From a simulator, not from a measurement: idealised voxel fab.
The following is a process module called voxel tone inversion.
The cross-section shown here is cut; it is 270 nm wide and divided into square cells measuring 5 nm on a side.
Notation: cross-section as square-cell grid; stated in bands, top first, going down; one or more cell rows per band.
Band: top and bottom heights (nm) first, top before bottom; then materials from left to right, widths in nm. "edge to edge" marks a sole material filling the band edge to edge. "empty" denotes empty space.
Ref level 0: as-received wafer is one material below here. Bottom band extends down with no lower bound ("z 0 and below").
A width such as "30->40" changes by the same amount from each row of cells to the next, from the band's top row to its bottom row.
Given "everything unchanged" for a step, no cell of the cross-section differs between before and after that step.
For the entry "Unvented internal voids", the listed items are empty spaces with no open way to the top whose size is 8 cells or more; each item follows the pattern width x height at distance, where distance is from the left edge and all three are in nm.
Whatever follows a step's settings on its line is a remark the simulator itself makes about that step.
overlay nm: where the mask lay relative to plan, measured to the right, on steps with a mask; negatives go left.
Planned process steps
1: RECEIVE with material Si
2: CONFORMAL_DEP with material SiCN, thk nm 5
3: DIRECTIONAL_DEP with material aC, thk nm 20
4: PATTERN with tone cover, mask id POSTS, material resist, width nm 20, pitch nm 50, thk nm 30, overlay nm -15
5: DIRECTIONAL_ETCH with etch materials aC, depth nm 20
6: STRIP with etch materials resist
7: FILL_DEP with material lowk, thk nm 5
8: CMP with height nm 25
9: STRIP with etch materials aC
10: CONFORMAL_DEP with material TiN, thk nm 5
11: FILL_DEP with material Ru, thk nm 5
12: CMP with height nm 25
13: CONFORMAL_DEP with material SiN, thk nm 5
Quick note for whoever runs this: the wafers start identical, but the overlay nm at step 4 isn't the same across them. The plan just shows what the first wafer had.
As-received cross-section, first of several wafers, post step 1
	z 0 and below  Si edge to edge
	Unvented internal voids: none
Shown in cross-section: the first of several wafers at the end of the module, after its last step, step 13
	z 30 to 25  SiN edge to edge
	z 25 to 10  lowk=85 / TiN=5 / Ru=10 / TiN=5 / lowk=30 / TiN=5 / Ru=10 / TiN=5 / lowk=115
	z 10 to 5  lowk=85 / TiN=20 / lowk=30 / TiN=20 / lowk=115
	z 5 to 0  SiCN edge to edge
	z 0 and below  Si edge to edge
	Unvented internal voids: none
Cross-section at module completion, last wafer
	z 30 to 25  SiN edge to edge
	z 25 to 10  lowk=115 / TiN=5 / Ru=10 / TiN=5 / lowk=30 / TiN=5 / Ru=10 / TiN=5 / lowk=85
	z 10 to 5  lowk=115 / TiN=20 / lowk=30 / TiN=20 / lowk=85
	z 5 to 0  SiCN edge to edge
	z 0 and below  Si edge to edge
	Unvented internal voids: none
So in this table every wafer gets its own row, and what you see is where it stands at the end of the module: for each material, how many cells it picked up (+) or gave up (-) since we received it, and after that its closed voids
overlay nm -15, +12 Ru, +54 SiCN, +54 SiN, +20 TiN, +184 lowk, Unvented internal voids: none
overlay nm -10, +12 Ru, +54 SiCN, +54 SiN, +20 TiN, +184 lowk, Unvented internal voids: none
overlay nm -5, +12 Ru, +54 SiCN, +54 SiN, +20 TiN, +184 lowk, Unvented internal voids: none
overlay nm 0, +12 Ru, +54 SiCN, +54 SiN, +20 TiN, +184 lowk, Unvented internal voids: none
overlay nm 5, +12 Ru, +54 SiCN, +54 SiN, +20 TiN, +184 lowk, Unvented internal voids: none
overlay nm 10, +12 Ru, +54 SiCN, +54 SiN, +20 TiN, +184 lowk, Unvented internal voids: none
overlay nm 15, +12 Ru, +54 SiCN, +54 SiN, +20 TiN, +184 lowk, Unvented internal voids: none
